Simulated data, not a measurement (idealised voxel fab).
Module name: voxel self aligned contacts (process module)
The cross-section shown here is cut; it is 155 nm wide and divided into square cells measuring 5 nm on a side.
If you're reading a cross-section in this doc, picture square cells in a grid; it comes to you as bands, top ones listed first down to the bottom, and a band can be one or more rows of cells. A band entry consists of two parts. The first gives the height of the band's top and the height of its bottom, in nm. The rest lists the band's materials from left to right, each with its width in nm. A single material labelled with the word "throughout" fills the band from edge to edge, and the word "air" marks empty space. All heights in this document are referenced to 0, defined as the level beneath which the wafer, as received, consists entirely of one material. The lowest band is not bounded below; it extends indefinitely downward and is written in the form "0 down". Per-row width for "30->40": begins at first number (top row of band), ends at second number (bottom row), increment between rows held constant. "stayed the same" after a step means that no cell of the cross-section changed. "Closed internal voids" - sealed voids, min. 8 cells, no opening to top; format: width x height at distance (distance from left edge; nm throughout). after a step's settings: what the simulator itself notes on the step. When a step includes a mask, the "overlay nm" setting on its line states how far to the right of its planned place that mask lay, and negative values state how far to the left.

-- Below is the list of planned process steps
1,RECEIVE | material Si
2,OXIDIZE | depth nm 5
3,DIRECTIONAL_DEP | material polySi | thk nm 30
4,DIRECTIONAL_DEP | material SiN | thk nm 15
5,PATTERN | tone cover | mask id GATE | material resist | width nm 25 | pitch nm 50 | thk nm 15 | overlay nm 0
6,DIRECTIONAL_ETCH | etch materials SiN | depth nm 15
7,DIRECTIONAL_ETCH | etch materials polySi | depth nm 30
8,STRIP | etch materials resist
9,CONFORMAL_DEP | material SiN | thk nm 5
10,DIRECTIONAL_ETCH | etch materials SiN | depth nm 5
11,FILL_DEP | material SiO2 | thk nm 15
12,CMP | height nm 50
13,PATTERN | tone open | mask id CONTACT | material resist | width nm 35 | thk nm 20 | overlay nm 0
14,DIRECTIONAL_ETCH | etch materials SiO2 | depth nm 55
15,STRIP | etch materials resist
16,CONFORMAL_DEP | material TiN | thk nm 5
17,FILL_DEP | material Ru | thk nm 10
18,CMP | height nm 50
19,CONFORMAL_DEP | material SiCN | thk nm 5

-- Wafer cross-section on receipt, i.e. after step 1
- 0 down | Si throughout
- Closed internal voids: none

-- Sectioned view, first of two wafers, at the close of the module, processed as intended in the plan
- 55 to 50 | SiCN throughout
- 50 to 45 | SiO2 60 nm; TiN 15 nm; Ru 5 nm; TiN 15 nm; SiO2 60 nm
- 45 to 30 | SiO2 35 nm; SiN 35 nm; TiN 5 nm; Ru 5 nm; TiN 5 nm; SiN 35 nm; SiO2 35 nm
- 30 to 0 | SiO2 35 nm; SiN 5 nm; polySi 25 nm; SiN 5 nm; TiN 5 nm; Ru 5 nm; TiN 5 nm; SiN 5 nm; polySi 25 nm; SiN 5 nm; SiO2 35 nm
- 0 to -5 | SiO2 70 nm; TiN 15 nm; SiO2 70 nm
- -5 down | Si throughout
- Closed internal voids: none

-- Here's the second of our two wafers sectioned at module end. Same start as the first, same plan, but one mistake got made running it
- 55 to 50 | SiCN throughout
- 50 to 45 | Ru 30 nm; TiN 30 nm; SiO2 35 nm; TiN 30 nm; Ru 30 nm
- 45 to 30 | Ru 30 nm; TiN 5 nm; SiN 35 nm; SiO2 15 nm; SiN 35 nm; TiN 5 nm; Ru 30 nm
- 30 to 0 | Ru 30 nm; TiN 5 nm; SiN 5 nm; polySi 25 nm; SiN 5 nm; SiO2 15 nm; SiN 5 nm; polySi 25 nm; SiN 5 nm; TiN 5 nm; Ru 30 nm
- 0 to -5 | TiN 35 nm; SiO2 85 nm; TiN 35 nm
- -5 down | Si throughout
- Closed internal voids: none
What was the processing mistake? so step 13 ended up running with a different setting than we planned, it ran as PATTERN | tone cover | mask id CONTACT | material resist | width nm 35 | thk nm 20 | overlay nm 0
Once processing is complete, comparing cell counts shows that the second wafer has more or fewer of certain materials than the first: +110 Ru; -127 SiO2; +17 TiN
